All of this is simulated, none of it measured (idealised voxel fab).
process module | voxel wiring stack
cross-section cut | 260 nm wide | cells 5 nm
A cross-section is a grid of square cells, given in bands from the top down. A band is one or more rows of cells.
Each band's line starts with the height of the band's top and of its bottom, in nm. Then come its materials from left to right, each with its width in nm. One material with "throughout" fills the band from edge to edge. "air" is empty space.
Height 0 is the level under which the wafer as received is all one material. The lowest band goes on downwards, as in "0 down".
A width such as "30 to 40" changes by the same amount from each row of cells to the next, from the band's top row to its bottom row.
"no change" after a step means that no cell of the cross-section changed.
closed voids: empty space of 8 cells or more with no open way to the top, each as width x height at its distance from the left edge, in nm
after a step's settings: what the simulator itself notes on the step
overlay nm, on a step with a mask: how far to the right of its planned place the mask lay; to the left if negative
plan
1 op RECEIVE | material Si
2 op CONFORMAL_DEP | material SiO2 | thk nm 15
3 op CONFORMAL_DEP | material SiN | thk nm 5
4 op DIRECTIONAL_DEP | material SiO2 | thk nm 20
5 op PATTERN | tone open | mask id METAL_1 | material resist | width nm 30 | pitch nm 60 | thk nm 20 | overlay nm 0
6 op DIRECTIONAL_ETCH | etch materials SiO2 | depth nm 20
7 op DIRECTIONAL_ETCH | etch materials SiN | depth nm 5
8 op STRIP | etch materials resist
9 op CONFORMAL_DEP | material TiN | thk nm 5
10 op FILL_DEP | material Cu | thk nm 5
11 op CMP | height nm 40
12 op CONFORMAL_DEP | material SiCN | thk nm 5
13 op DIRECTIONAL_DEP | material lowk | thk nm 30
14 op PATTERN | tone open | mask id METAL_2_HOLES | material resist | width nm 15 | pitch nm 120 | thk nm 20 | overlay nm 0
15 op DIRECTIONAL_ETCH | etch materials lowk | depth nm 30
16 op STRIP | etch materials resist
17 op DIRECTIONAL_DEP | material aC | thk nm 15
18 op PATTERN | tone open | mask id METAL_2 | material resist | width nm 30 | pitch nm 60 | thk nm 35 | overlay nm 0
19 op DIRECTIONAL_ETCH | etch materials aC | depth nm 15
20 op STRIP | etch materials resist
21 op DIRECTIONAL_ETCH | etch materials lowk | depth nm 15
22 op DIRECTIONAL_ETCH | etch materials SiCN | depth nm 5
23 op STRIP | etch materials aC
24 op CONFORMAL_DEP | material TiN | thk nm 5
25 op FILL_DEP | material Cu | thk nm 5
26 op CMP | height nm 75
27 op CONFORMAL_DEP | material SiCN | thk nm 5
28 op DIRECTIONAL_DEP | material SiO2 | thk nm 20
29 op PATTERN | tone open | mask id PLUG_2 | material resist | width nm 15 | pitch nm 60 | thk nm 15 | overlay nm 0
30 op DIRECTIONAL_ETCH | etch materials SiO2 | depth nm 20
31 op DIRECTIONAL_ETCH | etch materials SiCN | depth nm 5
32 op STRIP | etch materials resist
33 op CONFORMAL_DEP | material TiN | thk nm 5
34 op FILL_DEP | material Cu | thk nm 10
35 op CMP | height nm 100
36 op DIRECTIONAL_DEP | material TiN | thk nm 5
37 op DIRECTIONAL_DEP | material W | thk nm 25
38 op MASKED_ETCH | tone cover | mask id METAL_3 | width nm 30 | pitch nm 60 | etch materials W | depth nm 25 | overlay nm 0
39 op MASKED_ETCH | tone cover | mask id METAL_3 | width nm 30 | pitch nm 60 | etch materials TiN | depth nm 5 | overlay nm 0
40 op CONFORMAL_DEP | material SiCN | thk nm 5
41 op FILL_DEP | material SiO2 | thk nm 10
42 op CMP | height nm 130
43 op CONFORMAL_DEP | material SiCN | thk nm 5
44 op DIRECTIONAL_DEP | material lowk | thk nm 20
45 op MASKED_ETCH | tone open | mask id PLUG_3 | width nm 15 | pitch nm 120 | etch materials lowk | depth nm 20 | overlay nm 0
46 op MASKED_ETCH | tone open | mask id PLUG_3 | width nm 15 | pitch nm 120 | etch materials SiCN | depth nm 5 | overlay nm 0
47 op EPI | material Ru | thk nm 10
48 op EPI | material Ru | thk nm 10
49 op EPI | material Ru | thk nm 5
50 op CONFORMAL_DEP | material SiCN | thk nm 5
51 op DIRECTIONAL_DEP | material SiO2 | thk nm 25
52 op PATTERN | tone open | mask id METAL_4 | material resist | width nm 30 | pitch nm 60 | thk nm 20 | overlay nm 0
53 op DIRECTIONAL_ETCH | etch materials SiO2 | depth nm 25
54 op DIRECTIONAL_ETCH | etch materials SiCN | depth nm 5
55 op STRIP | etch materials resist
56 op CONFORMAL_DEP | material TiN | thk nm 5
57 op FILL_DEP | material W | thk nm 5
58 op CMP | height nm 185
59 op EPI | material Ru | thk nm 5
60 op FILL_DEP | material SiCN | thk nm 5
varied across the wafers: thk nm of step 36. The plan shows the first wafer's value. All wafers start alike
first wafer as received, after step 1
  0 down: Si throughout
  closed voids: none
each wafer at the end: cells of each material gained (+) or lost (-) since it was received, then its closed voids
thk nm 5 | +92 Cu | +54 Ru | +313 SiCN | +34 SiN | +774 SiO2 | +187 TiN | +150 W | +424 lowk | closed voids: none
thk nm 10 | +92 Cu | +54 Ru | +307 SiCN | +34 SiN | +746 SiO2 | +239 TiN | +132 W | +424 lowk | closed voids: none
thk nm 15 | +92 Cu | +54 Ru | +301 SiCN | +34 SiN | +718 SiO2 | +291 TiN | +114 W | +424 lowk | closed voids: none
thk nm 20 | +92 Cu | +54 Ru | +295 SiCN | +34 SiN | +690 SiO2 | +343 TiN | +96 W | +424 lowk | closed voids: none
